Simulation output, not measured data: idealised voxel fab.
Process module, titled voxel ribs on slabs
cross-section cut | 290 nm wide | cells 5 nm
Cross-section format: a grid of square cells, given as bands from top to bottom; each band is one or more rows of cells.
The entry gives the band's vertical extent as a top height and a bottom height in nm, then its horizontal make-up as materials from left to right, each with a width in nm. "air" stands for empty space; a single material marked "everywhere" fills the band edge to edge.
Ref level 0: as-received wafer is one material below here. Bottom band extends down with no lower bound ("0 down").
Quick explanation for "30 to 40": the width changes in equal steps down the rows of cells, from the first number in the band's top row to the second number in its bottom row.
Any step labelled "remains unaltered" changed none of the cells in the cross-section.
Closed empty spaces (no open way to the top) of 8 cells or more are what "Fully enclosed voids" lists, each as width x height at distance from the left edge, nm for all three.
On each step's line, the part that comes after the settings is the simulator's own comment on the step.
For masked steps, "overlay nm" on the step line gives how far right of plan the mask actually lay; a minus sign means it lay to the left.
The planned process steps are enumerated hereunder:
1: op RECEIVE | material Si
2: op DIRECTIONAL_DEP | material SiO2 | thk nm 30
3: op DIRECTIONAL_DEP | material SiN | thk nm 25
4: op MASKED_ETCH | tone cover | mask id RIB | width nm 20 | etch materials SiN | depth nm 10 | overlay nm 0
5: op MASKED_ETCH | tone cover | mask id SLAB | width nm 80 | etch materials SiN | depth nm 15 | overlay nm 0
6: op FILL_DEP | material SiO2 | thk nm 20
7: op CMP | height nm 70
8: op DIRECTIONAL_DEP | material W | thk nm 5
9: op MASKED_ETCH | tone cover | mask id HEATER | width nm 30 | etch materials W | depth nm 5 | overlay nm 0
10: op CONFORMAL_DEP | material SiO2 | thk nm 5
Below: the first of two wafers, run as planned:
Received-state cross-section, reflecting completion of step 1:
* 0 down  Si everywhere
* Fully enclosed voids: none
Cross-sectional representation of the wafer at the conclusion of step 2:
* 30 to 0  SiO2 everywhere
* All layers under 0 are left as they were.
Cross-sectional representation of the wafer at the conclusion of step 3:
* 55 to 30  SiN everywhere
* All layers under 30 are left as they were.
Cross-sectional representation of the wafer at the conclusion of step 4:
* 55 to 45  air=135  SiN=20  air=135
* All layers under 45 are left as they were.
Cross-sectional representation of the wafer at the conclusion of step 5:
* 55 to 45  air=135  SiN=20  air=135
* 45 to 30  air=105  SiN=80  air=105
* All layers under 30 are left as they were.
Cross-sectional representation of the wafer at the conclusion of step 6:
* 75 to 55  SiO2 everywhere
* 55 to 45  SiO2=135  SiN=20  SiO2=135
* 45 to 30  SiO2=105  SiN=80  SiO2=105
* All layers under 30 are left as they were.
Cross-sectional representation of the wafer at the conclusion of step 7:
* 70 to 55  SiO2 everywhere
* All layers under 55 are left as they were.
Cross-sectional representation of the wafer at the conclusion of step 8:
* 75 to 70  W everywhere
* All layers under 70 are left as they were.
Cross-sectional representation of the wafer at the conclusion of step 9:
* 75 to 70  air=130  W=30  air=130
* All layers under 70 are left as they were.
Cross-sectional representation of the wafer at the conclusion of step 10:
* 80 to 75  air=125  SiO2=40  air=125
* 75 to 70  SiO2=130  W=30  SiO2=130
* All layers under 70 are left as they were.
Second wafer, same starting state and plan as the first, one mistake in the run, identical through step 1:
Second wafer, cut view, end of step 2 per plan:
* 60 to 0  SiO2 everywhere
* All layers under 0 are left as they were.
Second wafer, cut view, end of step 3 per plan:
* 85 to 60  SiN everywhere
* All layers under 60 are left as they were.
Second wafer, cut view, end of step 4 per plan:
* 85 to 75  air=135  SiN=20  air=135
* All layers under 75 are left as they were.
Second wafer, cut view, end of step 5 per plan:
* 85 to 75  air=135  SiN=20  air=135
* 75 to 60  air=105  SiN=80  air=105
* All layers under 60 are left as they were.
Second wafer, cut view, end of step 6 per plan:
* 105 to 85  SiO2 everywhere
* 85 to 75  SiO2=135  SiN=20  SiO2=135
* 75 to 60  SiO2=105  SiN=80  SiO2=105
* All layers under 60 are left as they were.
Second wafer, cut view, end of step 7 per plan:
* 70 to 60  SiO2=105  SiN=80  SiO2=105
* All layers under 60 are left as they were.
Second wafer, cut view, end of step 8 per plan:
* 75 to 70  W everywhere
* All layers under 70 are left as they were.
Second wafer, cut view, end of step 9 per plan:
* 75 to 70  air=130  W=30  air=130
* All layers under 70 are left as they were.
Second wafer, cut view, end of step 10 per plan:
* 80 to 75  air=125  SiO2=40  air=125
* 75 to 70  SiO2=130  W=30  SiO2=130
* All layers under 70 are left as they were.
The mistake made against the process plan was this: step 2 was run twice
Once processing is complete, comparing cell counts shows that the second wafer has more or fewer of certain materials than the first: SiN: 24 fewer | SiO2: 24 more
